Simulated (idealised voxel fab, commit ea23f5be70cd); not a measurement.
Presented below is a process module, voxel self aligned contacts.
Cross-sectional view cut (width: 300 nm; square cell size: 5 nm).
Cross-sections here: square-cell grids, written as top-down lists of bands, a band being one or more rows of cells. Basically the band line says how high the top is and how high the bottom is, in nm, and then what's in it from left to right, every material with its width in nm. Empty space shows up as "blank", and if a single material carries "edge to edge" it runs the full band edge to edge. Below 0: as-received wafer, all one material; heights counted from there. Lowest band: no bottom, goes on down, written "0 nm and below". You'd read "30->40" like this: the band's top row of cells is as wide as the first number, its bottom row is as wide as the second, and going down, every row changes width by the same amount as the row before did. Key: "same as before" - step with no changed cell in the cross-section. In "Closed void catalog" the enclosed voids are listed, meaning empty spaces of 8 cells or larger without any opening to the top. The form is width x height at distance, distance from the left edge, units nm. Post-settings text on a step line: simulator's own remark regarding the step. What "overlay nm" on a step's line means: if the step has a mask, that mask lay this far to the right of its planned place, or, when the value is negative, to the left.

### Set out below are the planned steps of the process
- 1: op RECEIVE | material Si
- 2: op OXIDIZE | depth nm 5
- 3: op DIRECTIONAL_DEP | material polySi | thk nm 25
- 4: op DIRECTIONAL_DEP | material SiN | thk nm 25
- 5: op MASKED_ETCH | tone cover | mask id GATE | width nm 30 | pitch nm 75 | etch materials SiN | depth nm 25 | overlay nm 0
- 6: op MASKED_ETCH | tone cover | mask id GATE | width nm 30 | pitch nm 75 | etch materials polySi | depth nm 25 | overlay nm 0
- 7: op CONFORMAL_DEP | material SiN | thk nm 10
- 8: op DIRECTIONAL_ETCH | etch materials SiN | depth nm 10
- 9: op FILL_DEP | material SiO2 | thk nm 15
- 10: op CMP | height nm 55
- 11: op PATTERN | tone open | mask id CONTACT | material resist | width nm 55 | pitch nm 75 | thk nm 15 | overlay nm 0
- 12: op DIRECTIONAL_ETCH | etch materials SiO2 | depth nm 60
- 13: op STRIP | etch materials resist
- 14: op CONFORMAL_DEP | material TiN | thk nm 5
- 15: op FILL_DEP | material W | thk nm 5
- 16: op CMP | height nm 55
- 17: op CONFORMAL_DEP | material SiN | thk nm 5

### Wafer at receipt (post step 1), cross-section
> 0 nm and below: Si edge to edge
> Closed void catalog: none

### Here's the cross-section of the first of our two wafers at the end of the module - it ran as planned
> 60 nm to 55 nm: SiN edge to edge
> 55 nm to 50 nm: SiO2: 85, TiN: 20, W: 15, TiN: 20, SiO2: 20, TiN: 20, W: 15, TiN: 20, SiO2: 85
> 50 nm to 25 nm: SiO2: 50, SiN: 50, TiN: 5, W: 15, TiN: 5, SiN: 50, TiN: 5, W: 15, TiN: 5, SiN: 50, SiO2: 50
> 25 nm to 0 nm: SiO2: 50, SiN: 10, polySi: 30, SiN: 10, TiN: 5, W: 15, TiN: 5, SiN: 10, polySi: 30, SiN: 10, TiN: 5, W: 15, TiN: 5, SiN: 10, polySi: 30, SiN: 10, SiO2: 50
> 0 nm to -5 nm: SiO2: 100, TiN: 25, SiO2: 50, TiN: 25, SiO2: 100
> -5 nm and below: Si edge to edge
> Closed void catalog: none

### second wafer at the end: like start, like plan, one mistake
> 60 nm to 55 nm: SiN edge to edge
> 55 nm to 50 nm: SiO2: 85, TiN: 20, W: 15, TiN: 20, SiO2: 20, TiN: 20, W: 15, TiN: 20, SiO2: 85
> 50 nm to 30 nm: SiO2: 50, SiN: 10, polySi: 30, SiN: 10, TiN: 5, W: 15, TiN: 5, SiN: 10, polySi: 30, SiN: 10, TiN: 5, W: 15, TiN: 5, SiN: 10, polySi: 30, SiN: 10, SiO2: 50
> 30 nm to 25 nm: SiO2: 50, SiN: 10, polySi: 30, SiN: 10, TiN: 25, SiN: 10, polySi: 30, SiN: 10, TiN: 25, SiN: 10, polySi: 30, SiN: 10, SiO2: 50
> 25 nm to 0 nm: SiN edge to edge
> 0 nm to -5 nm: SiO2 edge to edge
> -5 nm and below: Si edge to edge
> Closed void catalog: none
It is concluded that the wafer was processed incorrectly with respect to the plan, in that plan steps 3 and 4 run swapped
Final difference in cells, second wafer against first, listed per material as more or fewer: +150 SiN, -90 SiO2, -24 TiN, -36 W
